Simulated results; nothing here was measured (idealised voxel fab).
The process module presented herein is designated voxel wiring stack.
We display cut, a cross-section 270 nm in width whose square cells are each 5 nm.
Each cross-section below is a grid of square cells, stated as bands in top-down order, with one or more rows of cells making up each band.
A band entry consists of two parts. The first gives the height of the band's top and the height of its bottom, in nm. The rest lists the band's materials from left to right, each with its width in nm. A single material labelled with the word "throughout" fills the band from edge to edge, and the word "blank" marks empty space.
The reference from which all heights are counted is 0, the level beneath which the as-received wafer is entirely one material; the lowest band, having no lower bound, proceeds downward and is written after the example "0 nm and below".
Read "30..40" as a graded width: first number on top, second number at the bottom, same change between each pair of neighbouring rows.
The designation "nothing changed", where it is given for a processing step, indicates that no cell of the cross-section was altered in the course of that step.
Basically, "Unvented internal voids" tells you about the enclosed voids: empty spaces with no open way to the top, 8 cells or bigger, each written width x height at distance, where distance is from the left edge, all in nm.
Whatever follows a step's settings on its line is a remark the simulator itself makes about that step.
overlay nm: where the mask lay relative to plan, measured to the right, on steps with a mask; negatives go left.

### Planned step list for the process
1,RECEIVE [material Si]
2,CONFORMAL_DEP [material SiO2] [thk nm 10]
3,CONFORMAL_DEP [material SiCN] [thk nm 5]
4,DIRECTIONAL_DEP [material SiO2] [thk nm 20]
5,MASKED_ETCH [tone open] [mask id METAL_1] [width nm 20] [pitch nm 45] [etch materials SiO2] [depth nm 20] [overlay nm 0]
6,MASKED_ETCH [tone open] [mask id METAL_1] [width nm 20] [pitch nm 45] [etch materials SiCN] [depth nm 5] [overlay nm 0]
7,CONFORMAL_DEP [material TiN] [thk nm 5]
8,FILL_DEP [material Cu] [thk nm 10]
9,CMP [height nm 35]
10,CONFORMAL_DEP [material SiCN] [thk nm 5]
11,DIRECTIONAL_DEP [material SiO2] [thk nm 30]
12,PATTERN [tone open] [mask id METAL_2_HOLES] [material resist] [width nm 15] [pitch nm 90] [thk nm 15] [overlay nm 0]
13,DIRECTIONAL_ETCH [etch materials SiO2] [depth nm 30]
14,STRIP [etch materials resist]
15,DIRECTIONAL_DEP [material aC] [thk nm 10]
16,PATTERN [tone open] [mask id METAL_2] [material resist] [width nm 20] [pitch nm 45] [thk nm 25] [overlay nm 0]
17,DIRECTIONAL_ETCH [etch materials aC] [depth nm 10]
18,STRIP [etch materials resist]
19,DIRECTIONAL_ETCH [etch materials SiO2] [depth nm 20]
20,DIRECTIONAL_ETCH [etch materials SiCN] [depth nm 5]
21,STRIP [etch materials aC]
22,CONFORMAL_DEP [material TiN] [thk nm 5]
23,FILL_DEP [material Cu] [thk nm 5]
24,CMP [height nm 70]
25,CONFORMAL_DEP [material SiCN] [thk nm 5]
26,DIRECTIONAL_DEP [material SiO2] [thk nm 35]
27,PATTERN [tone open] [mask id METAL_3_HOLES] [material resist] [width nm 15] [pitch nm 45] [thk nm 15] [overlay nm 0]
28,DIRECTIONAL_ETCH [etch materials SiO2] [depth nm 35]
29,STRIP [etch materials resist]
30,PATTERN [tone open] [mask id METAL_3] [material resist] [width nm 20] [pitch nm 45] [thk nm 15] [overlay nm 0]
31,DIRECTIONAL_ETCH [etch materials SiO2] [depth nm 20]
32,DIRECTIONAL_ETCH [etch materials SiCN] [depth nm 5]
33,STRIP [etch materials resist]
34,CONFORMAL_DEP [material TiN] [thk nm 5]
35,FILL_DEP [material Cu] [thk nm 5]
36,CMP [height nm 110]
37,CONFORMAL_DEP [material SiCN] [thk nm 5]
38,DIRECTIONAL_DEP [material SiO2] [thk nm 20]
39,DIRECTIONAL_DEP [material aC] [thk nm 15]
40,PATTERN [tone open] [mask id PLUG_3] [material resist] [width nm 15] [pitch nm 90] [thk nm 35] [overlay nm 0]
41,DIRECTIONAL_ETCH [etch materials aC] [depth nm 15]
42,STRIP [etch materials resist]
43,DIRECTIONAL_ETCH [etch materials SiO2] [depth nm 20]
44,DIRECTIONAL_ETCH [etch materials SiCN] [depth nm 5]
45,STRIP [etch materials aC]
46,CONFORMAL_DEP [material TiN] [thk nm 5]
47,FILL_DEP [material Cu] [thk nm 5]
48,CMP [height nm 135]
49,DIRECTIONAL_DEP [material TiN] [thk nm 5]
50,DIRECTIONAL_DEP [material Ru] [thk nm 25]
51,PATTERN [tone cover] [mask id METAL_4] [material resist] [width nm 20] [pitch nm 45] [thk nm 20] [overlay nm 0]
52,DIRECTIONAL_ETCH [etch materials Ru] [depth nm 25]
53,DIRECTIONAL_ETCH [etch materials TiN] [depth nm 5]
54,STRIP [etch materials resist]
55,FILL_DEP [material SiO2] [thk nm 5]
56,CMP [height nm 165]
57,CONFORMAL_DEP [material SiCN] [thk nm 5]

### Cross-section of the wafer upon arrival, representing the state reached after step 1
- 0 nm and below = Si throughout
- Unvented internal voids: none

### Cross-section at module end, one run error; start and plan unchanged from above
- 170 nm to 165 nm = SiCN throughout
- 165 nm to 140 nm = 55 SiO2; 25 Ru; 20 SiO2; 25 Ru; 20 SiO2; 25 Ru; 20 SiO2; 25 Ru; 55 SiO2
- 140 nm to 135 nm = 55 SiO2; 25 TiN; 20 SiO2; 25 TiN; 20 SiO2; 25 TiN; 20 SiO2; 25 TiN; 55 SiO2
- 135 nm to 115 nm = 55 SiO2; 5 TiN; 5 Cu; 5 TiN; 75 SiO2; 5 TiN; 5 Cu; 5 TiN; 110 SiO2
- 115 nm to 110 nm = 55 SiCN; 15 TiN; 75 SiCN; 15 TiN; 110 SiCN
- 110 nm to 95 nm = 55 SiO2; 5 TiN; 10 Cu; 5 TiN; 25 SiO2; 5 TiN; 10 Cu; 5 TiN; 25 SiO2; 5 TiN; 10 Cu; 5 TiN; 25 SiO2; 5 TiN; 10 Cu; 5 TiN; 60 SiO2
- 95 nm to 90 nm = 55 SiO2; 5 TiN; 5 Cu; 10 TiN; 25 SiO2; 5 TiN; 5 Cu; 10 TiN; 25 SiO2; 5 TiN; 5 Cu; 10 TiN; 25 SiO2; 5 TiN; 5 Cu; 10 TiN; 60 SiO2
- 90 nm to 75 nm = 55 SiO2; 5 TiN; 5 Cu; 5 TiN; 30 SiO2; 5 TiN; 5 Cu; 5 TiN; 30 SiO2; 5 TiN; 5 Cu; 5 TiN; 30 SiO2; 5 TiN; 5 Cu; 5 TiN; 65 SiO2
- 75 nm to 70 nm = 55 SiCN; 15 TiN; 30 SiCN; 15 TiN; 30 SiCN; 15 TiN; 30 SiCN; 15 TiN; 65 SiCN
- 70 nm to 55 nm = 55 SiO2; 5 TiN; 10 Cu; 5 TiN; 25 SiO2; 5 TiN; 10 Cu; 5 TiN; 25 SiO2; 5 TiN; 10 Cu; 5 TiN; 25 SiO2; 5 TiN; 10 Cu; 5 TiN; 60 SiO2
- 55 nm to 50 nm = 55 SiO2; 5 TiN; 5 Cu; 10 TiN; 25 SiO2; 20 TiN; 25 SiO2; 5 TiN; 5 Cu; 10 TiN; 25 SiO2; 20 TiN; 60 SiO2
- 50 nm to 40 nm = 55 SiO2; 5 TiN; 5 Cu; 5 TiN; 75 SiO2; 5 TiN; 5 Cu; 5 TiN; 110 SiO2
- 40 nm to 35 nm = 55 SiCN; 15 TiN; 75 SiCN; 15 TiN; 110 SiCN
- 35 nm to 15 nm = 55 SiO2; 5 TiN; 10 Cu; 5 TiN; 25 SiO2; 5 TiN; 10 Cu; 5 TiN; 25 SiO2; 5 TiN; 10 Cu; 5 TiN; 25 SiO2; 5 TiN; 10 Cu; 5 TiN; 60 SiO2
- 15 nm to 10 nm = 55 SiCN; 20 TiN; 25 SiCN; 20 TiN; 25 SiCN; 20 TiN; 25 SiCN; 20 TiN; 60 SiCN
- 10 nm to 0 nm = SiO2 throughout
- 0 nm and below = Si throughout
- Unvented internal voids: none
What was done differently from what was planned? the process deviated at step 51: the operation and settings actually run there were PATTERN [tone cover] [mask id METAL_4] [material resist] [width nm 25] [pitch nm 45] [thk nm 20] [overlay nm 0]
